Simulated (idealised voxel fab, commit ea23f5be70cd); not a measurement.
Module name: voxel wiring stack (process module)
The figure presents cross-section cut, which has a width of 175 nm and is divided into square cells with an edge length of 5 nm.
Notation: cross-section as square-cell grid; stated in bands, top first, going down; one or more cell rows per band. Heights first: top, then bottom, in nm. Then materials, left to right, each with a width in nm. "all across" on a single material: fills the band edge to edge. "empty": empty space. Height is counted from the level 0, under which the received wafer is composed throughout of one material. The lowest of the bands is not closed at the bottom but continues downward, in the notation "z 0 and below". A width given as "30->40" starts at the first number in the band's top row and ends at the second number in its bottom row, shifting by an equal amount at every step from row to row. It should be understood that the words "identical to before", when stated for a given step, signify that the cross-section underwent no change in any of its cells during that step. Reported under the label "closed voids" are the empty spaces having no open way to the top and comprising 8 cells or more; the notation for each is width x height at distance, in which the distance is measured from the left edge and all three values are in nm. Heads up: the bit after the settings on a step's line is the simulator's remark on that step. overlay nm: step with mask; distance mask lay right of planned place; negative value = left of planned place.

## The steps planned for the process are as follows
1 RECEIVE (material Si)
2 CONFORMAL_DEP (material SiO2; thk nm 10)
3 DIRECTIONAL_DEP (material TiN; thk nm 5)
4 DIRECTIONAL_DEP (material W; thk nm 15)
5 PATTERN (tone cover; mask id METAL_1; material resist; width nm 30; pitch nm 55; thk nm 15; overlay nm 0)
6 DIRECTIONAL_ETCH (etch materials W; depth nm 15)
7 DIRECTIONAL_ETCH (etch materials TiN; depth nm 5)
8 STRIP (etch materials resist)
9 FILL_DEP (material lowk; thk nm 5)
10 CMP (height nm 30)
11 CONFORMAL_DEP (material SiCN; thk nm 5)
12 DIRECTIONAL_DEP (material SiO2; thk nm 35)
13 PATTERN (tone open; mask id METAL_2; material resist; width nm 30; pitch nm 55; thk nm 20; overlay nm 0)
14 DIRECTIONAL_ETCH (etch materials SiO2; depth nm 20)
15 STRIP (etch materials resist)
16 PATTERN (tone open; mask id METAL_2_HOLES; material resist; width nm 15; pitch nm 55; thk nm 20; overlay nm 0)
17 DIRECTIONAL_ETCH (etch materials SiO2; depth nm 15)
18 DIRECTIONAL_ETCH (etch materials SiCN; depth nm 5)
19 STRIP (etch materials resist)
20 CONFORMAL_DEP (material TiN; thk nm 5)
21 FILL_DEP (material Cu; thk nm 5)
22 CMP (height nm 70)
23 CONFORMAL_DEP (material SiCN; thk nm 5)

## Shown in cross-section is the wafer as received, that is, as it stands after step 1
- z 0 and below: Si all across
- closed voids: none

## Post-module cross-section: identical start and plan to those above, one misstep in execution
- z 75 to 70: SiCN all across
- z 70 to 55: SiO2=15  TiN=5  Cu=20  TiN=5  SiO2=25  TiN=5  Cu=20  TiN=5  SiO2=25  TiN=5  Cu=20  TiN=5  SiO2=20
- z 55 to 50: SiO2=15  TiN=5  Cu=5  TiN=20  SiO2=25  TiN=5  Cu=5  TiN=20  SiO2=25  TiN=5  Cu=5  TiN=20  SiO2=20
- z 50 to 35: SiO2=15  TiN=5  Cu=5  TiN=5  SiO2=40  TiN=5  Cu=5  TiN=5  SiO2=40  TiN=5  Cu=5  TiN=5  SiO2=35
- z 35 to 30: SiCN=15  TiN=15  SiCN=40  TiN=15  SiCN=40  TiN=15  SiCN=35
- z 30 to 15: lowk=15  W=35  lowk=20  W=35  lowk=20  W=35  lowk=15
- z 15 to 10: lowk=15  TiN=35  lowk=20  TiN=35  lowk=20  TiN=35  lowk=15
- z 10 to 0: SiO2 all across
- z 0 and below: Si all across
- closed voids: none
what went wrong: step 5 was run on a setting that differed from the plan, and what really ran there is PATTERN (tone cover; mask id METAL_1; material resist; width nm 35; pitch nm 55; thk nm 15; overlay nm 0)
